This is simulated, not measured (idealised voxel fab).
Process module heading - voxel spacer lines
FYI the section here is cut, 275 nm wide, cells are 5 nm squares.
How to read a cross-section here: the picture is a grid of square cells, written as bands going from the top down, and any band can span one or more rows of cells.
First you get the band's top height and its bottom height, in nm, and then the materials it's made of, left to right, with each width in nm. If you see a single material with "everywhere", that one covers the band edge to edge. "empty" is empty space.
All heights in this document are referenced to 0, defined as the level beneath which the wafer, as received, consists entirely of one material. The lowest band is not bounded below; it extends indefinitely downward and is written in the form "0 -> down".
Width: "30->40" (first number = top row, second number = bottom row, same change from row to row of cells).
It should be understood that the words "remained unchanged", when stated for a given step, signify that the cross-section underwent no change in any of its cells during that step.
In the "Entrapped void list" entry, you get each enclosed empty space of 8 cells or more, one with no open way to the top, written width x height at distance, distance from the left edge, in nm.
Text after the settings on a step's line: the simulator's own remark on that step.
When a step includes a mask, the "overlay nm" setting on its line states how far to the right of its planned place that mask lay, and negative values state how far to the left.
PROCESS STEPS (PLANNED)
1) RECEIVE with material Si
2) CONFORMAL_DEP with material Al2O3, thk nm 5
3) DIRECTIONAL_DEP with material W, thk nm 20
4) DIRECTIONAL_DEP with material polySi, thk nm 20
5) PATTERN with tone cover, mask id MANDREL, material resist, width nm 20, pitch nm 60, thk nm 25, overlay nm 0
6) DIRECTIONAL_ETCH with etch materials polySi, depth nm 20
7) STRIP with etch materials resist
8) CONFORMAL_DEP with material SiO2, thk nm 10
9) DIRECTIONAL_ETCH with etch materials SiO2, depth nm 10
10) STRIP with etch materials polySi
11) DIRECTIONAL_ETCH with etch materials W, depth nm 20
12) STRIP with etch materials SiO2
13) FILL_DEP with material SiO2, thk nm 5
14) CMP with height nm 25
AS RECEIVED, AFTER STEP 1
    0 -> down  Si everywhere
    Entrapped void list: none
RUN AS PLANNED - FIRST OF THE TWO WAFERS CROSS-SECTIONED AT THE END OF THE MODULE
    25 -> 5  85 of SiO2  10 of W  20 of SiO2  10 of W  20 of SiO2  10 of W  20 of SiO2  10 of W  90 of SiO2
    5 -> 0  Al2O3 everywhere
    0 -> down  Si everywhere
    Entrapped void list: none
CROSS-SECTIONAL IMAGE OF THE SECOND WAFER OF THE TWO FOLLOWING COMPLETION OF THE MODULE. STARTING STATE AND PROCESS PLAN WERE THE SAME AS FOR THE FIRST WAFER; ONE EXECUTION ERROR OCCURRED
    25 -> 5  85 of SiO2  10 of W  25 of SiO2  10 of W  15 of SiO2  10 of W  25 of SiO2  10 of W  85 of SiO2
    5 -> 0  Al2O3 everywhere
    0 -> down  Si everywhere
    Entrapped void list: none
So what did we get wrong on this run? in deviation from the planned setting, step 5 was conducted as PATTERN with tone cover, mask id MANDREL, material resist, width nm 25, pitch nm 60, thk nm 25, overlay nm 0
So at the finish, the second wafer's got exactly as many cells of each material as the first, just not in the same spots.
